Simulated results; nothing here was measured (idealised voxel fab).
voxel ribs on slabs: a process module
Cross-section cut: width 145 nm, square cells of 5 nm.
Cross-section layout: square cells on a grid; listed as bands, top to bottom; a band spans one or more cell rows.
The band entry comprises the height of the band's top followed by the height of its bottom, expressed in nm, and subsequently the band's materials from left to right, each stated together with its width in nm. Where a single material is marked with the word "edge to edge", that material fills the band from edge to edge. The word "air" represents empty space.
For the purposes of this specification, 0 denotes the height below which the wafer in its as-received condition is composed wholly of one material, and the lowermost band, lacking a lower limit, extends downward without end, as expressed in "top 0, no bottom".
So if you see something like "30..40" for the width, read it as the top row of the band sitting at the first number and the bottom row at the second, with every row in between moving by the same amount as the last.
"nothing different" means the step left every cell of the cross-section as it was.
"Enclosed voids": empty spaces of 8 cells or more with no open way to the top, each given as width x height at distance, distance from the left edge, all in nm.
What comes after the settings on a step's line is commentary from the simulator itself on that step.
Regarding "overlay nm": on a step with a mask, it is the distance the mask lay to the right of its planned place; a negative value places it to the left.

[The planned process steps are enumerated hereunder]
1,op RECEIVE | material Si
2,op DIRECTIONAL_DEP | material SiO2 | thk nm 25
3,op DIRECTIONAL_DEP | material polySi | thk nm 25
4,op MASKED_ETCH | tone cover | mask id RIB | width nm 20 | etch materials polySi | depth nm 10 | overlay nm 0
5,op MASKED_ETCH | tone cover | mask id SLAB | width nm 70 | etch materials polySi | depth nm 15 | overlay nm 0
6,op FILL_DEP | material SiO2 | thk nm 20
7,op CMP | height nm 65
8,op DIRECTIONAL_DEP | material W | thk nm 10
9,op DIRECTIONAL_DEP | material aC | thk nm 15
10,op PATTERN | tone cover | mask id HEATER | material resist | width nm 30 | thk nm 30 | overlay nm 0
11,op DIRECTIONAL_ETCH | etch materials aC | depth nm 15
12,op STRIP | etch materials resist
13,op DIRECTIONAL_ETCH | etch materials W | depth nm 10
14,op STRIP | etch materials aC
15,op CONFORMAL_DEP | material SiN | thk nm 10

[First wafer out of two, processed as planned]

[Wafer as received: cross-section following step 1]
top 0, no bottom  Si edge to edge
Enclosed voids: none

[after step 2]
top 25, bottom 0  SiO2 edge to edge
Below 0, the layers are the same as they were.

[after step 3]
top 50, bottom 25  polySi edge to edge
Below 25, the layers are the same as they were.

[after step 4]
top 50, bottom 40  air: 60 / polySi: 20 / air: 65
Below 40, the layers are the same as they were.

[after step 5]
top 50, bottom 40  air: 60 / polySi: 20 / air: 65
top 40, bottom 25  air: 35 / polySi: 70 / air: 40
Below 25, the layers are the same as they were.

[after step 6]
top 70, bottom 50  SiO2 edge to edge
top 50, bottom 40  SiO2: 60 / polySi: 20 / SiO2: 65
top 40, bottom 25  SiO2: 35 / polySi: 70 / SiO2: 40
Below 25, the layers are the same as they were.

[after step 7]
top 65, bottom 50  SiO2 edge to edge
Below 50, the layers are the same as they were.

[after step 8]
top 75, bottom 65  W edge to edge
Below 65, the layers are the same as they were.

[after step 9]
top 90, bottom 75  aC edge to edge
Below 75, the layers are the same as they were.

[after step 10]
top 120, bottom 90  air: 55 / resist: 30 / air: 60
Below 90, the layers are the same as they were.

[after step 11]
top 105, bottom 90  air: 55 / resist: 30 / air: 60
top 90, bottom 75  air: 55 / aC: 30 / air: 60
Below 75, the layers are the same as they were.

[after step 12]
top 90, bottom 75  air: 55 / aC: 30 / air: 60
Below 75, the layers are the same as they were.

[after step 13]
top 90, bottom 75  air: 55 / aC: 30 / air: 60
top 75, bottom 65  air: 55 / W: 30 / air: 60
Below 65, the layers are the same as they were.

[after step 14]
top 75, bottom 65  air: 55 / W: 30 / air: 60
Below 65, the layers are the same as they were.

[after step 15]
top 85, bottom 75  air: 45 / SiN: 50 / air: 50
top 75, bottom 65  SiN: 55 / W: 30 / SiN: 60
Below 65, the layers are the same as they were.

[Wafer two of two - same starting point, same process plan, one mistake in execution; matches wafer one up to and including step 4]

[Here is the second wafer in cross-section at the point where step 5 of the plan should have been done]
top 50, bottom 40  air: 60 / polySi: 20 / air: 65
top 40, bottom 30  air: 35 / polySi: 70 / air: 40
Below 30, the layers are the same as they were.

[Here is the second wafer in cross-section at the point where step 6 of the plan should have been done]
top 70, bottom 50  SiO2 edge to edge
top 50, bottom 40  SiO2: 60 / polySi: 20 / SiO2: 65
top 40, bottom 30  SiO2: 35 / polySi: 70 / SiO2: 40
Below 30, the layers are the same as they were.

[Here is the second wafer in cross-section at the point where step 7 of the plan should have been done]
top 65, bottom 50  SiO2 edge to edge
Below 50, the layers are the same as they were.

[Here is the second wafer in cross-section at the point where step 8 of the plan should have been done]
top 75, bottom 65  W edge to edge
Below 65, the layers are the same as they were.

[Here is the second wafer in cross-section at the point where step 9 of the plan should have been done]
top 90, bottom 75  aC edge to edge
Below 75, the layers are the same as they were.

[Here is the second wafer in cross-section at the point where step 10 of the plan should have been done]
top 120, bottom 90  air: 55 / resist: 30 / air: 60
Below 90, the layers are the same as they were.

[Here is the second wafer in cross-section at the point where step 11 of the plan should have been done]
top 105, bottom 90  air: 55 / resist: 30 / air: 60
top 90, bottom 75  air: 55 / aC: 30 / air: 60
Below 75, the layers are the same as they were.

[Here is the second wafer in cross-section at the point where step 12 of the plan should have been done]
top 90, bottom 75  air: 55 / aC: 30 / air: 60
Below 75, the layers are the same as they were.

[Here is the second wafer in cross-section at the point where step 13 of the plan should have been done]
top 90, bottom 75  air: 55 / aC: 30 / air: 60
top 75, bottom 65  air: 55 / W: 30 / air: 60
Below 65, the layers are the same as they were.

[Here is the second wafer in cross-section at the point where step 14 of the plan should have been done]
top 75, bottom 65  air: 55 / W: 30 / air: 60
Below 65, the layers are the same as they were.

[Here is the second wafer in cross-section at the point where step 15 of the plan should have been done]
top 85, bottom 75  air: 45 / SiN: 50 / air: 50
top 75, bottom 65  SiN: 55 / W: 30 / SiN: 60
Below 65, the layers are the same as they were.
Deviation noted in wafer processing: it should be noted that step 5 was executed with settings other than those planned, the operation and settings actually applied being op MASKED_ETCH | tone cover | mask id SLAB | width nm 70 | etch materials polySi | depth nm 10 | overlay nm 0
Once processing is complete, comparing cell counts shows that the second wafer has more or fewer of certain materials than the first: SiO2: 15 fewer; polySi: 15 more
